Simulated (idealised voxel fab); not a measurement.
Proc. module: voxel capacitor over wiring
In the cross-section labelled cut, the width is 300 nm and each square cell is 5 nm.
Cross-section, as written here: a square-cell grid given band by band from the top down, where a band holds one or more rows of cells. A band entry consists of two parts. The first gives the height of the band's top and the height of its bottom, in nm. The rest lists the band's materials from left to right, each with its width in nm. A single material labelled with the word "edge to edge" fills the band from edge to edge, and the word "blank" marks empty space. Zero point of the height axis is 0; under it, received wafer = one material. Lowest band: continues down indefinitely, "0 nm and below". A two-number width, for instance "30..40", indicates that the width is equal to the first number in the top row of the band and to the second number in the bottom row, and that it changes by a constant amount per row of cells. Step marked "nothing got changed"? Then no cell in the cross-section changed in it. Cavities, sealed: empty space of 8 cells or more with no open way to the top, each as width x height at its distance from the left edge, in nm. Whatever follows a step's settings on its line is a remark the simulator itself makes about that step. overlay nm: right-of-plan distance of the mask on a masked step; negative values mean left-of-plan.
**So here's the lineup of process steps we planned**
step 1: RECEIVE with material Si
step 2: CONFORMAL_DEP with material SiO2, thk nm 15
step 3: DIRECTIONAL_DEP with material TiN, thk nm 5
step 4: DIRECTIONAL_DEP with material W, thk nm 20
step 5: MASKED_ETCH with tone cover, mask id METAL_1, width nm 20, pitch nm 85, etch materials W, depth nm 20, overlay nm 0
step 6: MASKED_ETCH with tone cover, mask id METAL_1, width nm 20, pitch nm 85, etch materials TiN, depth nm 5, overlay nm 0
step 7: CONFORMAL_DEP with material SiCN, thk nm 5
step 8: FILL_DEP with material lowk, thk nm 5
step 9: CMP with height nm 40
step 10: CONFORMAL_DEP with material SiCN, thk nm 5
step 11: DIRECTIONAL_DEP with material SiO2, thk nm 20
step 12: PATTERN with tone open, mask id PLUG_1, material resist, width nm 15, thk nm 20, overlay nm 0
step 13: DIRECTIONAL_ETCH with etch materials SiO2, depth nm 20
step 14: DIRECTIONAL_ETCH with etch materials SiCN, depth nm 5
step 15: STRIP with etch materials resist
step 16: CONFORMAL_DEP with material TiN, thk nm 5
step 17: FILL_DEP with material Cu, thk nm 10
step 18: CMP with height nm 65
step 19: DIRECTIONAL_DEP with material TiN, thk nm 10
step 20: DIRECTIONAL_DEP with material HfO2, thk nm 5
step 21: DIRECTIONAL_DEP with material TiN, thk nm 10
step 22: DIRECTIONAL_DEP with material aC, thk nm 15
step 23: PATTERN with tone cover, mask id UPPER_PLATE, material resist, width nm 70, thk nm 30, overlay nm 0
step 24: DIRECTIONAL_ETCH with etch materials aC, depth nm 15
step 25: STRIP with etch materials resist
step 26: DIRECTIONAL_ETCH with etch materials TiN, depth nm 10
step 27: DIRECTIONAL_ETCH with etch materials HfO2, depth nm 5
step 28: STRIP with etch materials aC
step 29: MASKED_ETCH with tone cover, mask id LOWER_PLATE, width nm 80, etch materials TiN, depth nm 10, overlay nm 0
step 30: FILL_DEP with material SiO2, thk nm 15
step 31: CMP with height nm 100
step 32: PATTERN with tone open, mask id PLUG_2, material resist, width nm 15, thk nm 20, overlay nm 0
step 33: DIRECTIONAL_ETCH with etch materials SiO2, depth nm 10
step 34: STRIP with etch materials resist
step 35: CONFORMAL_DEP with material TiN, thk nm 5
step 36: FILL_DEP with material W, thk nm 5
step 37: CMP with height nm 100
step 38: CONFORMAL_DEP with material SiCN, thk nm 5
**Cross-section: wafer on arrival = after step 1**
	0 nm and below = Si edge to edge
	Cavities, sealed: none
**Cross-section taken at module completion on the first of two wafers; processed per the plan**
	105 nm to 100 nm = SiCN edge to edge
	100 nm to 95 nm = SiO2 110, TiN 5, W 5, TiN 5, SiO2 175
	95 nm to 90 nm = SiO2 110, TiN 15, SiO2 175
	90 nm to 80 nm = SiO2 100, TiN 70, SiO2 130
	80 nm to 75 nm = SiO2 100, HfO2 70, SiO2 130
	75 nm to 65 nm = SiO2 95, TiN 80, SiO2 125
	65 nm to 45 nm = SiO2 100, TiN 5, Cu 5, TiN 5, SiO2 185
	45 nm to 40 nm = SiCN 100, TiN 15, SiCN 185
	40 nm to 20 nm = lowk 90, SiCN 5, W 20, SiCN 5, lowk 55, SiCN 5, W 20, SiCN 5, lowk 95
	20 nm to 15 nm = SiCN 95, TiN 20, SiCN 65, TiN 20, SiCN 100
	15 nm to 0 nm = SiO2 edge to edge
	0 nm and below = Si edge to edge
	Cavities, sealed: none
**This is the second of the two wafers, cross-sectioned at the end of the module; it started exactly like the first and was given the same plan, but it was run with one mistake**
	105 nm to 100 nm = SiCN edge to edge
	100 nm to 95 nm = SiO2 110, TiN 5, SiCN 5, TiN 5, SiO2 175
	95 nm to 90 nm = SiO2 110, TiN 15, SiO2 175
	90 nm to 80 nm = SiO2 100, TiN 70, SiO2 130
	80 nm to 75 nm = SiO2 100, HfO2 70, SiO2 130
	75 nm to 65 nm = SiO2 95, TiN 80, SiO2 125
	65 nm to 45 nm = SiO2 100, TiN 5, Cu 5, TiN 5, SiO2 185
	45 nm to 40 nm = SiCN 100, TiN 15, SiCN 185
	40 nm to 20 nm = lowk 90, SiCN 5, W 20, SiCN 5, lowk 55, SiCN 5, W 20, SiCN 5, lowk 95
	20 nm to 15 nm = SiCN 95, TiN 20, SiCN 65, TiN 20, SiCN 100
	15 nm to 0 nm = SiO2 edge to edge
	0 nm and below = Si edge to edge
	Cavities, sealed: none
Nonconformance to the process plan: step 36 off recipe, ran as FILL_DEP with material SiCN, thk nm 5
Wafer comparison, final, in cells, second relative to first, materials more or fewer: SiCN: 1 more | W: 1 fewer
